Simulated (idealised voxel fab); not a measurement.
This section sets out a process module, namely voxel self aligned vias.
Cross-sectional view cut (width: 155 nm; square cell size: 5 nm).
This document writes a cross-section as a grid whose cells are square, and gives it as bands, listed from the top down; one or more rows of cells form a band.
Per band: top height and bottom height in nm, followed by the left-to-right materials and their widths in nm; "everywhere" marks a single material spanning edge to edge, "blank" marks empty space.
We count height from 0. Below that, the starting wafer is all one material. The lowest band never ends at the bottom but goes on down; see "0 -> down" for how that is written.
The two numbers in a width such as "30->40" mark its ends across the band: the first belongs to the top row of cells, the second to the bottom row, and from each row to the next the width moves by the same amount.
The cross-section has no changed cell in any step marked "no alteration".
"Unvented cavities": sealed empty spaces, 8 cells or more, no open way to top, listed width x height at distance, with distance from the left edge and width, height and distance in nm.
Post-settings text on a step line: simulator's own remark regarding the step.
On any step carrying a mask, the "overlay nm" setting, if present on the step's line, tells how far right of its planned place the mask lay; negative values point to the left.
## Process steps foreseen in the plan
1. op RECEIVE | material Si
2. op CONFORMAL_DEP | material SiO2 | thk nm 15
3. op CONFORMAL_DEP | material SiCN | thk nm 5
4. op DIRECTIONAL_DEP | material SiO2 | thk nm 25
5. op PATTERN | tone open | mask id LINES | material resist | width nm 30 | pitch nm 55 | thk nm 15 | overlay nm 0
6. op DIRECTIONAL_ETCH | etch materials SiO2 | depth nm 25
7. op STRIP | etch materials resist
8. op CONFORMAL_DEP | material TiN | thk nm 5
9. op FILL_DEP | material W | thk nm 10
10. op CMP | height nm 45
11. op SELECTIVE_ETCH | etch materials W Ru TiN | depth nm 5
12. op FILL_DEP | material SiN | thk nm 10
13. op CMP | height nm 45
14. op DIRECTIONAL_DEP | material SiO2 | thk nm 15
15. op MASKED_ETCH | tone open | mask id VIAS | width nm 40 | pitch nm 55 | etch materials SiO2 | depth nm 15 | overlay nm 0
16. op MASKED_ETCH | tone open | mask id VIAS | width nm 40 | pitch nm 55 | etch materials SiN | depth nm 5 | overlay nm 0
17. op CONFORMAL_DEP | material TiN | thk nm 5
18. op FILL_DEP | material Ru | thk nm 10
19. op CMP | height nm 60
20. op CONFORMAL_DEP | material SiCN | thk nm 5
## Cross-section of the wafer at receipt, which is the condition after step 1
	0 -> down | Si everywhere
	Unvented cavities: none
## First wafer of two, sectioned at end of module; run went per plan
	65 -> 60 | SiCN everywhere
	60 -> 50 | SiO2 30 | TiN 5 | Ru 30 | TiN 5 | SiO2 15 | TiN 5 | Ru 30 | TiN 5 | SiO2 30
	50 -> 45 | SiO2 30 | TiN 10 | Ru 20 | TiN 10 | SiO2 15 | TiN 10 | Ru 20 | TiN 10 | SiO2 30
	45 -> 40 | SiO2 35 | TiN 30 | SiO2 25 | TiN 30 | SiO2 35
	40 -> 25 | SiO2 35 | TiN 5 | W 20 | TiN 5 | SiO2 25 | TiN 5 | W 20 | TiN 5 | SiO2 35
	25 -> 20 | SiO2 35 | TiN 30 | SiO2 25 | TiN 30 | SiO2 35
	20 -> 15 | SiCN everywhere
	15 -> 0 | SiO2 everywhere
	0 -> down | Si everywhere
	Unvented cavities: none
## Wafer two, sectioned after the module: the first wafer's start, the first wafer's plan, and one mistake in how it was run
	65 -> 60 | SiCN everywhere
	60 -> 50 | SiO2 30 | TiN 5 | Ru 30 | TiN 5 | SiO2 15 | TiN 5 | Ru 30 | TiN 5 | SiO2 30
	50 -> 45 | SiO2 30 | TiN 40 | SiO2 15 | TiN 40 | SiO2 30
	45 -> 40 | SiN 30 | TiN 5 | SiO2 30 | TiN 5 | SiN 15 | TiN 5 | SiO2 30 | TiN 5 | SiN 30
	40 -> 25 | W 30 | TiN 5 | SiO2 30 | TiN 5 | W 15 | TiN 5 | SiO2 30 | TiN 5 | W 30
	25 -> 20 | TiN 35 | SiO2 30 | TiN 25 | SiO2 30 | TiN 35
	20 -> 15 | SiCN everywhere
	15 -> 0 | SiO2 everywhere
	0 -> down | Si everywhere
	Unvented cavities: none
Deviation from plan: heads up, step 5 didn't go per plan, it actually ran as op PATTERN | tone cover | mask id LINES | material resist | width nm 30 | pitch nm 55 | thk nm 15 | overlay nm 0
Counted in cells at the end, the second wafer holds more or fewer of these materials than the first: -8 Ru; +15 SiN; -35 SiO2; +7 TiN; +21 W
